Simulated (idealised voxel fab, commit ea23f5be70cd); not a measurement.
The process module presented herein is designated voxel double patterning.
In the cross-section labelled cut, the width is 245 nm and each square cell is 5 nm.
In what follows, cross-sections appear as grids of square cells, described through bands that run from the top down, where every band is one or more rows of cells. The entry gives the band's vertical extent as a top height and a bottom height in nm, then its horizontal make-up as materials from left to right, each with a width in nm. "empty" stands for empty space; a single material marked "all across" fills the band edge to edge. Heights from 0 (as-received wafer is one material below). Bottom band endless downward, as "0 nm and below". A two-number width, for instance "30->40", indicates that the width is equal to the first number in the top row of the band and to the second number in the bottom row, and that it changes by a constant amount per row of cells. Step marked "nothing changed"? Then no cell in the cross-section changed in it. The label "Voids, sealed" introduces a list of the empty spaces, 8 cells or larger, that have no open way up to the top; each entry in it reads width x height at distance, where the distance is taken from the left edge and all three are stated in nm. Post-settings text on a step line: simulator's own remark regarding the step. overlay nm: right-of-plan distance of the mask on a masked step; negative values mean left-of-plan.
LISTED BELOW ARE THE PROCESS STEPS AS PLANNED
1: op RECEIVE | material Si
2: op CONFORMAL_DEP | material SiO2 | thk nm 10
3: op DIRECTIONAL_DEP | material W | thk nm 10
4: op DIRECTIONAL_DEP | material SiN | thk nm 10
5: op DIRECTIONAL_DEP | material aC | thk nm 10
6: op PATTERN | tone open | mask id FIRST | material resist | width nm 15 | pitch nm 50 | thk nm 25 | overlay nm 0
7: op DIRECTIONAL_ETCH | etch materials aC | depth nm 10
8: op STRIP | etch materials resist
9: op DIRECTIONAL_ETCH | etch materials SiN | depth nm 10
10: op STRIP | etch materials aC
11: op MASKED_ETCH | tone open | mask id SECOND | width nm 15 | etch materials SiN | depth nm 10 | overlay nm 0
12: op DIRECTIONAL_ETCH | etch materials W | depth nm 10
13: op STRIP | etch materials SiN
STEP 1 COMPLETE: CROSS-SECTION OF THE WAFER AS RECEIVED
> 0 nm and below: Si all across
> Voids, sealed: none
RESULT OF THE MODULE, CROSS-SECTIONED: START PER ABOVE, PLAN PER ABOVE, ONE ERROR IN HOW IT WAS RUN
> 30 nm to 20 nm: SiO2 all across
> 20 nm to 10 nm: W all across
> 10 nm to 0 nm: SiO2 all across
> 0 nm and below: Si all across
> Voids, sealed: none
Deviation from plan: step 4 did not use the planned setting and instead ran as op DIRECTIONAL_DEP | material SiO2 | thk nm 10
